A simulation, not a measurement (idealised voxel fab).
This is a process module. Its name is voxel transistor to metal.
We display cut, a cross-section 165 nm in width whose square cells are each 5 nm.
Cross-sections here: square-cell grids, written as top-down lists of bands, a band being one or more rows of cells. Heights first: top, then bottom, in nm. Then materials, left to right, each with a width in nm. "all across" on a single material: fills the band edge to edge. "blank": empty space. Heads up on the height convention: 0 is the point under which the incoming wafer is all one material, and the lowest band has no bottom, it just keeps going down, like "0 -> down". Top row gets the first number, bottom row gets the second, and each row in between changes by the same step: that is how a band width like "30->40" works. When a step is marked "nothing altered", none of the cells in the cross-section changed during that step. "Tabulated closed voids" contains a list of empty spaces, each no smaller than 8 cells and without an open way to the top, written in the form width x height at distance with the distance from the left edge and all three in nm. Heads up: the bit after the settings on a step's line is the simulator's remark on that step. Each step line may optionally specify "overlay nm", which for a step with a mask gives the rightward distance between the mask's planned place and where it lay, a negative value indicating the leftward direction.

Process steps - plan
1. RECEIVE [material Si]
2. OXIDIZE [depth nm 5]
3. CONFORMAL_DEP [material SiN] [thk nm 10]
4. MASKED_ETCH [tone cover] [mask id ACTIVE] [width nm 115] [etch materials SiN] [depth nm 10] [overlay nm 0]
5. MASKED_ETCH [tone cover] [mask id ACTIVE] [width nm 115] [etch materials SiO2] [depth nm 5] [overlay nm 0]
6. MASKED_ETCH [tone cover] [mask id ACTIVE] [width nm 115] [etch materials Si] [depth nm 30] [overlay nm 0]
7. OXIDIZE [depth nm 5]
8. FILL_DEP [material SiO2] [thk nm 10]
9. CMP [height nm 10]
10. SELECTIVE_ETCH [etch materials SiO2] [depth nm 5]
11. STRIP [etch materials SiN]
12. SELECTIVE_ETCH [etch materials SiO2] [depth nm 5]
13. OXIDIZE [depth nm 5]
14. DIRECTIONAL_DEP [material polySi] [thk nm 20]
15. DIRECTIONAL_DEP [material SiCN] [thk nm 15]
16. DIRECTIONAL_DEP [material aC] [thk nm 15]
17. PATTERN [tone cover] [mask id GATE] [material resist] [width nm 25] [thk nm 35] [overlay nm 0]
18. DIRECTIONAL_ETCH [etch materials aC] [depth nm 15]
19. STRIP [etch materials resist]
20. DIRECTIONAL_ETCH [etch materials SiCN] [depth nm 25]
21. DIRECTIONAL_ETCH [etch materials polySi] [depth nm 30]
22. STRIP [etch materials aC]
23. CONFORMAL_DEP [material SiN] [thk nm 10]
24. DIRECTIONAL_ETCH [etch materials SiN] [depth nm 10]
25. DIRECTIONAL_ETCH [etch materials SiO2] [depth nm 5]
26. EPI [material pSi] [thk nm 5]
27. FILL_DEP [material SiO2] [thk nm 5]
28. CMP [height nm 15]
29. STRIP [etch materials polySi]
30. SELECTIVE_ETCH [etch materials SiO2] [depth nm 5]
31. CONFORMAL_DEP [material HfO2] [thk nm 5]
32. CONFORMAL_DEP [material TiN] [thk nm 5]
33. FILL_DEP [material W] [thk nm 10]
34. CMP [height nm 10]
35. DIRECTIONAL_DEP [material SiO2] [thk nm 15]
36. DIRECTIONAL_DEP [material aC] [thk nm 10]
37. PATTERN [tone open] [mask id CONTACT] [material resist] [width nm 20] [pitch nm 85] [thk nm 25] [overlay nm 0]
38. DIRECTIONAL_ETCH [etch materials aC] [depth nm 10]
39. STRIP [etch materials resist]
40. DIRECTIONAL_ETCH [etch materials SiO2] [depth nm 30]
41. STRIP [etch materials aC]
42. CONFORMAL_DEP [material TiN] [thk nm 5]
43. FILL_DEP [material W] [thk nm 5]
44. CMP [height nm 25]
45. CONFORMAL_DEP [material SiCN] [thk nm 5]
46. DIRECTIONAL_DEP [material SiO2] [thk nm 20]
47. MASKED_ETCH [tone open] [mask id METAL_1] [width nm 20] [pitch nm 85] [etch materials SiO2] [depth nm 20] [overlay nm 0]
48. MASKED_ETCH [tone open] [mask id METAL_1] [width nm 20] [pitch nm 85] [etch materials SiCN] [depth nm 5] [overlay nm 0]
49. CONFORMAL_DEP [material TiN] [thk nm 5]
50. FILL_DEP [material Cu] [thk nm 5]
51. CMP [height nm 50]
52. CONFORMAL_DEP [material SiCN] [thk nm 5]

As-received wafer cross-section (after step 1)
- 0 -> down: Si all across
- Tabulated closed voids: none

What the wafer looks like in cross-section after this module, when it starts as shown above and follows the plan above but one mistake is made in running it
- 55 -> 50: SiCN all across
- 50 -> 30: 30 SiO2, then 5 TiN, then 10 Cu, then 5 TiN, then 65 SiO2, then 5 TiN, then 10 Cu, then 5 TiN, then 30 SiO2
- 30 -> 25: 30 SiCN, then 20 TiN, then 65 SiCN, then 20 TiN, then 30 SiCN
- 25 -> 10: 30 SiO2, then 5 TiN, then 10 W, then 5 TiN, then 65 SiO2, then 5 TiN, then 10 W, then 5 TiN, then 30 SiO2
- 10 -> 0: 30 SiO2, then 5 TiN, then 10 W, then 5 TiN, then 10 SiO2, then 10 SiN, then 5 HfO2, then 5 TiN, then 5 W, then 5 TiN, then 5 HfO2, then 10 SiN, then 10 SiO2, then 5 TiN, then 10 W, then 5 TiN, then 30 SiO2
- 0 -> -5: 20 SiO2, then 10 SiN, then 20 TiN, then 10 SiO2, then 10 SiN, then 5 HfO2, then 15 TiN, then 5 HfO2, then 10 SiN, then 10 SiO2, then 20 TiN, then 10 SiN, then 20 SiO2
- -5 -> -10: 30 SiO2, then 30 pSi, then 5 SiO2, then 35 HfO2, then 5 SiO2, then 30 pSi, then 30 SiO2
- -10 -> -35: 30 SiO2, then 105 Si, then 30 SiO2
- -35 -> down: Si all across
- Tabulated closed voids: none
Short version of what went wrong: step 6 deviated from plan and actually ran as MASKED_ETCH [tone cover] [mask id ACTIVE] [width nm 115] [etch materials Si] [depth nm 25] [overlay nm 0]
